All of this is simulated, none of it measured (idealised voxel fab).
process module | voxel spacer lines
cross-section cut | 270 nm wide | cells 5 nm
A cross-section is a grid of square cells, given in bands from the top down. A band is one or more rows of cells.
Each band's line starts with the height of the band's top and of its bottom, in nm. Then come its materials from left to right, each with its width in nm. One material with "throughout" fills the band from edge to edge. "air" is empty space.
Height 0 is the level under which the wafer as received is all one material. The lowest band goes on downwards, as in "0 down".
A width such as "30 to 40" changes by the same amount from each row of cells to the next, from the band's top row to its bottom row.
"no change" after a step means that no cell of the cross-section changed.
closed voids: empty space of 8 cells or more with no open way to the top, each as width x height at its distance from the left edge, in nm
after a step's settings: what the simulator itself notes on the step
overlay nm, on a step with a mask: how far to the right of its planned place the mask lay; to the left if negative
plan
1 op RECEIVE | material Si
2 op CONFORMAL_DEP | material SiO2 | thk nm 10
3 op DIRECTIONAL_DEP | material W | thk nm 20
4 op DIRECTIONAL_DEP | material polySi | thk nm 25
5 op PATTERN | tone cover | mask id MANDREL | material resist | width nm 15 | pitch nm 60 | thk nm 35 | overlay nm 0
6 op DIRECTIONAL_ETCH | etch materials polySi | depth nm 25
7 op STRIP | etch materials resist
8 op CONFORMAL_DEP | material SiN | thk nm 15
9 op DIRECTIONAL_ETCH | etch materials SiN | depth nm 5
10 op STRIP | etch materials polySi
11 op DIRECTIONAL_ETCH | etch materials W | depth nm 20
12 op STRIP | etch materials SiN
13 op FILL_DEP | material lowk | thk nm 5
14 op CMP | height nm 30
varied across the wafers: depth nm of step 9. The plan shows the first wafer's value. All wafers start alike
first wafer as received, after step 1
  0 down: Si throughout
  closed voids: none
each wafer at the end: cells of each material gained (+) or lost (-) since it was received, then its closed voids
depth nm 5 | +108 SiO2 | +216 W | closed voids: none
depth nm 10 | +108 SiO2 | +216 W | closed voids: none
depth nm 15 | +108 SiO2 | +72 W | +144 lowk | closed voids: none
depth nm 20 | +108 SiO2 | +72 W | +144 lowk | closed voids: none
depth nm 25 | +108 SiO2 | +72 W | +144 lowk | closed voids: none
depth nm 30 | +108 SiO2 | +72 W | +144 lowk | closed voids: none
